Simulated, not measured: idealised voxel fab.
Presented below is a process module, voxel ribs on slabs.
Cross-section cut spans 215 nm and uses square cells 5 nm in size.
Reading order for cross-sections: top band down to bottom band. Underlying form: a grid of square cells. Band size: one or more rows of cells.
This entry defines a band. It first specifies the height of the band's top and the height of its bottom in nm, and then specifies the band's materials from left to right, stating each material with its width in nm. The word "edge to edge" identifies a single material that fills the band from edge to edge, while the word "blank" identifies empty space.
Heads up on the height convention: 0 is the point under which the incoming wafer is all one material, and the lowest band has no bottom, it just keeps going down, like "from 0 down".
Graded width ("30->40"): value in top row of band = first number; value in bottom row = second number; row-to-row change constant.
"nothing different" for a step: no cell of the cross-section changed in that step.
The entry titled "Tabulated closed voids" provides the empty spaces that have no open way to the top, restricted to those of 8 cells or more. Each is presented as width x height at distance, the distance being measured from the left edge, with all three in nm.
Past the settings on a step's line: simulator remark, on that step.
Among the settings permitted on a step's line is "overlay nm"; applied to a step with a mask, it specifies the extent to which the mask lay to the right of its planned position, whereas a negative figure signifies a position to the left.
STEPS PLANNED FOR THE PROCESS
1. RECEIVE: material Si
2. DIRECTIONAL_DEP: material SiO2, thk nm 25
3. DIRECTIONAL_DEP: material SiN, thk nm 15
4. PATTERN: tone cover, mask id RIB, material resist, width nm 25, thk nm 15, overlay nm 0
5. DIRECTIONAL_ETCH: etch materials SiN, depth nm 5
6. STRIP: etch materials resist
7. PATTERN: tone cover, mask id SLAB, material resist, width nm 55, thk nm 15, overlay nm 0
8. DIRECTIONAL_ETCH: etch materials SiN, depth nm 10
9. STRIP: etch materials resist
10. FILL_DEP: material SiO2, thk nm 25
11. CMP: height nm 60
12. DIRECTIONAL_DEP: material TiN, thk nm 10
13. DIRECTIONAL_DEP: material aC, thk nm 15
14. PATTERN: tone cover, mask id HEATER, material resist, width nm 35, thk nm 35, overlay nm 0
15. DIRECTIONAL_ETCH: etch materials aC, depth nm 15
16. STRIP: etch materials resist
17. DIRECTIONAL_ETCH: etch materials TiN, depth nm 10
18. STRIP: etch materials aC
19. CONFORMAL_DEP: material SiO2, thk nm 10
FIRST OUT OF TWO WAFERS; RUN WENT TO PLAN
INCOMING WAFER, CROSS-SECTIONAL VIEW, POST STEP 1
    from 0 down = Si edge to edge
    Tabulated closed voids: none
CROSS-SECTION OF THE WAFER SUBSEQUENT TO STEP 2
    from 25 to 0 = SiO2 edge to edge
    No changes below 0.
CROSS-SECTION OF THE WAFER SUBSEQUENT TO STEP 3
    from 40 to 25 = SiN edge to edge
    No changes below 25.
CROSS-SECTION OF THE WAFER SUBSEQUENT TO STEP 4
    from 55 to 40 = 95 nm blank, 25 nm resist, 95 nm blank
    No changes below 40.
CROSS-SECTION OF THE WAFER SUBSEQUENT TO STEP 5
    from 55 to 40 = 95 nm blank, 25 nm resist, 95 nm blank
    from 40 to 35 = 95 nm blank, 25 nm SiN, 95 nm blank
    No changes below 35.
CROSS-SECTION OF THE WAFER SUBSEQUENT TO STEP 6
    from 40 to 35 = 95 nm blank, 25 nm SiN, 95 nm blank
    No changes below 35.
CROSS-SECTION OF THE WAFER SUBSEQUENT TO STEP 7
    from 55 to 40 = 80 nm blank, 55 nm resist, 80 nm blank
    from 40 to 35 = 80 nm blank, 15 nm resist, 25 nm SiN, 15 nm resist, 80 nm blank
    No changes below 35.
CROSS-SECTION OF THE WAFER SUBSEQUENT TO STEP 8
    from 55 to 40 = 80 nm blank, 55 nm resist, 80 nm blank
    from 40 to 35 = 80 nm blank, 15 nm resist, 25 nm SiN, 15 nm resist, 80 nm blank
    from 35 to 25 = 80 nm blank, 55 nm SiN, 80 nm blank
    No changes below 25.
CROSS-SECTION OF THE WAFER SUBSEQUENT TO STEP 9
    from 40 to 35 = 95 nm blank, 25 nm SiN, 95 nm blank
    No changes below 35.
CROSS-SECTION OF THE WAFER SUBSEQUENT TO STEP 10
    from 65 to 40 = SiO2 edge to edge
    from 40 to 35 = 95 nm SiO2, 25 nm SiN, 95 nm SiO2
    from 35 to 25 = 80 nm SiO2, 55 nm SiN, 80 nm SiO2
    No changes below 25.
CROSS-SECTION OF THE WAFER SUBSEQUENT TO STEP 11
    from 60 to 40 = SiO2 edge to edge
    No changes below 40.
CROSS-SECTION OF THE WAFER SUBSEQUENT TO STEP 12
    from 70 to 60 = TiN edge to edge
    No changes below 60.
CROSS-SECTION OF THE WAFER SUBSEQUENT TO STEP 13
    from 85 to 70 = aC edge to edge
    No changes below 70.
CROSS-SECTION OF THE WAFER SUBSEQUENT TO STEP 14
    from 120 to 85 = 90 nm blank, 35 nm resist, 90 nm blank
    No changes below 85.
CROSS-SECTION OF THE WAFER SUBSEQUENT TO STEP 15
    from 105 to 85 = 90 nm blank, 35 nm resist, 90 nm blank
    from 85 to 70 = 90 nm blank, 35 nm aC, 90 nm blank
    No changes below 70.
CROSS-SECTION OF THE WAFER SUBSEQUENT TO STEP 16
    from 85 to 70 = 90 nm blank, 35 nm aC, 90 nm blank
    No changes below 70.
CROSS-SECTION OF THE WAFER SUBSEQUENT TO STEP 17
    from 85 to 70 = 90 nm blank, 35 nm aC, 90 nm blank
    from 70 to 60 = 90 nm blank, 35 nm TiN, 90 nm blank
    No changes below 60.
CROSS-SECTION OF THE WAFER SUBSEQUENT TO STEP 18
    from 70 to 60 = 90 nm blank, 35 nm TiN, 90 nm blank
    No changes below 60.
CROSS-SECTION OF THE WAFER SUBSEQUENT TO STEP 19
    from 80 to 70 = 80 nm blank, 55 nm SiO2, 80 nm blank
    from 70 to 60 = 90 nm SiO2, 35 nm TiN, 90 nm SiO2
    No changes below 60.
SECOND WAFER (IDENTICAL START AND PLAN, ONE PROCESSING ERROR; MATCHES FIRST WAFER THROUGH STEP 13)
CROSS-SECTION OF THE SECOND WAFER WHEN, ACCORDING TO PLAN, STEP 14 SHOULD HAVE FINISHED
    from 120 to 85 = 95 nm blank, 25 nm resist, 95 nm blank
    No changes below 85.
CROSS-SECTION OF THE SECOND WAFER WHEN, ACCORDING TO PLAN, STEP 15 SHOULD HAVE FINISHED
    from 105 to 85 = 95 nm blank, 25 nm resist, 95 nm blank
    from 85 to 70 = 95 nm blank, 25 nm aC, 95 nm blank
    No changes below 70.
CROSS-SECTION OF THE SECOND WAFER WHEN, ACCORDING TO PLAN, STEP 16 SHOULD HAVE FINISHED
    from 85 to 70 = 95 nm blank, 25 nm aC, 95 nm blank
    No changes below 70.
CROSS-SECTION OF THE SECOND WAFER WHEN, ACCORDING TO PLAN, STEP 17 SHOULD HAVE FINISHED
    from 85 to 70 = 95 nm blank, 25 nm aC, 95 nm blank
    from 70 to 60 = 95 nm blank, 25 nm TiN, 95 nm blank
    No changes below 60.
CROSS-SECTION OF THE SECOND WAFER WHEN, ACCORDING TO PLAN, STEP 18 SHOULD HAVE FINISHED
    from 70 to 60 = 95 nm blank, 25 nm TiN, 95 nm blank
    No changes below 60.
CROSS-SECTION OF THE SECOND WAFER WHEN, ACCORDING TO PLAN, STEP 19 SHOULD HAVE FINISHED
    from 80 to 70 = 85 nm blank, 45 nm SiO2, 85 nm blank
    from 70 to 60 = 95 nm SiO2, 25 nm TiN, 95 nm SiO2
    No changes below 60.
It is concluded that the wafer was processed incorrectly with respect to the plan, in that it should be noted that step 14 was executed with settings other than those planned, the operation and settings actually applied being PATTERN: tone cover, mask id HEATER, material resist, width nm 25, thk nm 35, overlay nm 0
Upon completion, the second wafer contains, in terms of cells, a greater or smaller amount of certain materials than the first wafer: 4 fewer of TiN
